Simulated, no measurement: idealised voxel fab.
process module | voxel quadruple lines
cross-section cut | 230 nm wide | cells 5 nm
A cross-section is a grid of square cells, given in bands from the top down. A band is one or more rows of cells.
Each band's line starts with the height of the band's top and of its bottom, in nm. Then come its materials from left to right, each with its width in nm. One material with "throughout" fills the band from edge to edge. "air" is empty space.
Height 0 is the level under which the wafer as received is all one material. The lowest band goes on downwards, as in "0 down".
A width such as "30 to 40" changes by the same amount from each row of cells to the next, from the band's top row to its bottom row.
"no change" after a step means that no cell of the cross-section changed.
closed voids: empty space of 8 cells or more with no open way to the top, each as width x height at its distance from the left edge, in nm
after a step's settings: what the simulator itself notes on the step
overlay nm, on a step with a mask: how far to the right of its planned place the mask lay; to the left if negative
plan
1 op RECEIVE | material Si
2 op CONFORMAL_DEP | material SiO2 | thk nm 5
3 op DIRECTIONAL_DEP | material TiN | thk nm 10
4 op DIRECTIONAL_DEP | material polySi | thk nm 15
5 op DIRECTIONAL_DEP | material aC | thk nm 20
6 op PATTERN | tone cover | mask id MANDREL | material resist | width nm 25 | thk nm 25 | overlay nm 0
7 op DIRECTIONAL_ETCH | etch materials aC | depth nm 20
8 op STRIP | etch materials resist
9 op CONFORMAL_DEP | material SiO2 | thk nm 15
10 op DIRECTIONAL_ETCH | etch materials SiO2 | depth nm 15
11 op STRIP | etch materials aC
12 op DIRECTIONAL_ETCH | etch materials polySi | depth nm 15
13 op STRIP | etch materials SiO2
14 op CONFORMAL_DEP | material SiCN | thk nm 5
15 op DIRECTIONAL_ETCH | etch materials SiCN | depth nm 5
16 op STRIP | etch materials polySi
17 op DIRECTIONAL_ETCH | etch materials TiN | depth nm 10
18 op STRIP | etch materials SiCN
19 op FILL_DEP | material SiO2 | thk nm 5
20 op CMP | height nm 15
as received, after step 1
  0 down: Si throughout
  closed voids: none
first wafer at the end, as planned
  15 to 5: SiO2 80 | TiN 5 | SiO2 15 | TiN 5 | SiO2 15 | TiN 5 | SiO2 15 | TiN 5 | SiO2 85
  5 to 0: SiO2 throughout
  0 down: Si throughout
  closed voids: none
second wafer at the end: like start, like plan, one mistake
  15 to 5: SiO2 85 | TiN 5 | SiO2 15 | TiN 5 | SiO2 10 | TiN 5 | SiO2 15 | TiN 5 | SiO2 85
  5 to 0: SiO2 throughout
  0 down: Si throughout
  closed voids: none
what went wrong: step 6 ran as: op PATTERN | tone cover | mask id MANDREL | material resist | width nm 20 | thk nm 25 | overlay nm 0
at the end the second wafer has, in cells: as many of each material as the first, in other places
